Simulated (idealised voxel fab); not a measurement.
process module | voxel self aligned vias
Displayed cross-section: cut, width of 195 nm, square cells sized 5 nm.
A cross-section is a grid of square cells, given in bands from the top down. A band is one or more rows of cells. Band: top and bottom heights (nm) first, top before bottom; then materials from left to right, widths in nm. "all across" marks a sole material filling the band edge to edge. "air" denotes empty space. Heights from 0 (as-received wafer is one material below). Bottom band endless downward, as "z 0 and below". Top row gets the first number, bottom row gets the second, and each row in between changes by the same step: that is how a band width like "30 to 40" works. "remained the same", as given for a step, is the statement that not any cell of the cross-section underwent a change during that step. "Voids, sealed" means: voids of 8 cells or more that are shut off from the top with no open way through. Written width x height at distance, distance from the left edge, in nm. Note: text after step settings on the step line = simulator remark on that step. The optional step-line setting "overlay nm" applies to steps with a mask and quantifies how far to the right of its planned location the mask lay, a negative value indicating leftward placement.

Set out below are the planned steps of the process
1,RECEIVE (material Si)
2,CONFORMAL_DEP (material SiO2; thk nm 15)
3,CONFORMAL_DEP (material SiCN; thk nm 5)
4,DIRECTIONAL_DEP (material SiO2; thk nm 25)
5,MASKED_ETCH (tone open; mask id LINES; width nm 25; pitch nm 65; etch materials SiO2; depth nm 25; overlay nm 0)
6,CONFORMAL_DEP (material TiN; thk nm 5)
7,FILL_DEP (material Ru; thk nm 10)
8,CMP (height nm 45)
9,SELECTIVE_ETCH (etch materials W Ru TiN; depth nm 5)
10,FILL_DEP (material SiN; thk nm 5)
11,CMP (height nm 45)
12,DIRECTIONAL_DEP (material SiO2; thk nm 15)
13,DIRECTIONAL_DEP (material aC; thk nm 10)
14,PATTERN (tone open; mask id VIAS; material resist; width nm 25; thk nm 30; overlay nm 0)
15,DIRECTIONAL_ETCH (etch materials aC; depth nm 10)
16,STRIP (etch materials resist)
17,DIRECTIONAL_ETCH (etch materials SiO2; depth nm 15)
18,DIRECTIONAL_ETCH (etch materials SiN; depth nm 5)
19,STRIP (etch materials aC)
20,CONFORMAL_DEP (material TiN; thk nm 5)
21,FILL_DEP (material Ru; thk nm 10)
22,CMP (height nm 60)
23,CONFORMAL_DEP (material SiN; thk nm 5)
The width nm used in step 14 is not the same on every wafer, whereas the starting condition is; the value printed in the plan is the first wafer's.

Here's the first of the wafers in cross-section, just as we got it, i.e. after step 1
- z 0 and below  Si all across
- Voids, sealed: none

First of several wafers in cross-section at module end, following the final step, step 23
- z 65 to 60  SiN all across
- z 60 to 45  SiO2 (50) | TiN (5) | Ru (15) | TiN (5) | SiO2 (120)
- z 45 to 40  SiO2 (50) | TiN (25) | SiO2 (40) | SiN (25) | SiO2 (55)
- z 40 to 25  SiO2 (50) | TiN (5) | Ru (15) | TiN (5) | SiO2 (40) | TiN (5) | Ru (15) | TiN (5) | SiO2 (55)
- z 25 to 20  SiO2 (50) | TiN (25) | SiO2 (40) | TiN (25) | SiO2 (55)
- z 20 to 15  SiCN all across
- z 15 to 0  SiO2 all across
- z 0 and below  Si all across
- Voids, sealed: none

A cross-section through the last wafer at the close of the module
- z 65 to 60  SiN all across
- z 60 to 50  SiO2 (40) | TiN (5) | Ru (40) | TiN (5) | SiO2 (105)
- z 50 to 45  SiO2 (40) | TiN (15) | Ru (15) | TiN (20) | SiO2 (105)
- z 45 to 40  SiO2 (50) | TiN (25) | SiO2 (40) | SiN (25) | SiO2 (55)
- z 40 to 25  SiO2 (50) | TiN (5) | Ru (15) | TiN (5) | SiO2 (40) | TiN (5) | Ru (15) | TiN (5) | SiO2 (55)
- z 25 to 20  SiO2 (50) | TiN (25) | SiO2 (40) | TiN (25) | SiO2 (55)
- z 20 to 15  SiCN all across
- z 15 to 0  SiO2 all across
- z 0 and below  Si all across
- Voids, sealed: none

Per wafer (row), end of module: delta in cells per material since receipt, (+) for gained, (-) for lost; closed voids after that
width nm 25, +27 Ru, +39 SiCN, +44 SiN, +364 SiO2, +33 TiN, Voids, sealed: none
width nm 30, +29 Ru, +39 SiCN, +44 SiN, +361 SiO2, +34 TiN, Voids, sealed: none
width nm 35, +31 Ru, +39 SiCN, +44 SiN, +358 SiO2, +35 TiN, Voids, sealed: none
width nm 40, +33 Ru, +39 SiCN, +44 SiN, +355 SiO2, +36 TiN, Voids, sealed: none
width nm 45, +35 Ru, +39 SiCN, +44 SiN, +352 SiO2, +37 TiN, Voids, sealed: none
width nm 50, +37 Ru, +39 SiCN, +44 SiN, +349 SiO2, +38 TiN, Voids, sealed: none
